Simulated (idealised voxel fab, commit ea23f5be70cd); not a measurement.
process module | voxel ribs on slabs
cross-section cut | 190 nm wide | cells 5 nm
A cross-section is a grid of square cells, given in bands from the top down. A band is one or more rows of cells.
Each band's line starts with the height of the band's top and of its bottom, in nm. Then come its materials from left to right, each with its width in nm. One material with "throughout" fills the band from edge to edge. "air" is empty space.
Height 0 is the level under which the wafer as received is all one material. The lowest band goes on downwards, as in "0 down".
A width such as "30 to 40" changes by the same amount from each row of cells to the next, from the band's top row to its bottom row.
"no change" after a step means that no cell of the cross-section changed.
closed voids: empty space of 8 cells or more with no open way to the top, each as width x height at its distance from the left edge, in nm
after a step's settings: what the simulator itself notes on the step
overlay nm, on a step with a mask: how far to the right of its planned place the mask lay; to the left if negative
plan
1 op RECEIVE | material Si
2 op DIRECTIONAL_DEP | material SiO2 | thk nm 20
3 op DIRECTIONAL_DEP | material SiN | thk nm 25
4 op PATTERN | tone cover | mask id RIB | material resist | width nm 20 | thk nm 15 | overlay nm 0
5 op DIRECTIONAL_ETCH | etch materials SiN | depth nm 10
6 op STRIP | etch materials resist
7 op PATTERN | tone cover | mask id SLAB | material resist | width nm 60 | thk nm 20 | overlay nm 0
8 op DIRECTIONAL_ETCH | etch materials SiN | depth nm 15
9 op STRIP | etch materials resist
10 op FILL_DEP | material SiO2 | thk nm 25
11 op CMP | height nm 60
12 op DIRECTIONAL_DEP | material TiN | thk nm 5
13 op DIRECTIONAL_DEP | material aC | thk nm 15
14 op PATTERN | tone cover | mask id HEATER | material resist | width nm 30 | thk nm 30 | overlay nm 0
15 op DIRECTIONAL_ETCH | etch materials aC | depth nm 15
16 op STRIP | etch materials resist
17 op DIRECTIONAL_ETCH | etch materials TiN | depth nm 5
18 op STRIP | etch materials aC
19 op CONFORMAL_DEP | material SiO2 | thk nm 10
varied across the wafers: width nm of step 7. The plan shows the first wafer's value. All wafers start alike
first wafer as received, after step 1
  0 down: Si throughout
  closed voids: none
each wafer at the end: cells of each material gained (+) or lost (-) since it was received, then its closed voids
width nm 60 | +44 SiN | +492 SiO2 | +6 TiN | closed voids: none
width nm 65 | +47 SiN | +489 SiO2 | +6 TiN | closed voids: none
width nm 70 | +50 SiN | +486 SiO2 | +6 TiN | closed voids: none
width nm 75 | +53 SiN | +483 SiO2 | +6 TiN | closed voids: none
width nm 80 | +56 SiN | +480 SiO2 | +6 TiN | closed voids: none
width nm 85 | +59 SiN | +477 SiO2 | +6 TiN | closed voids: none
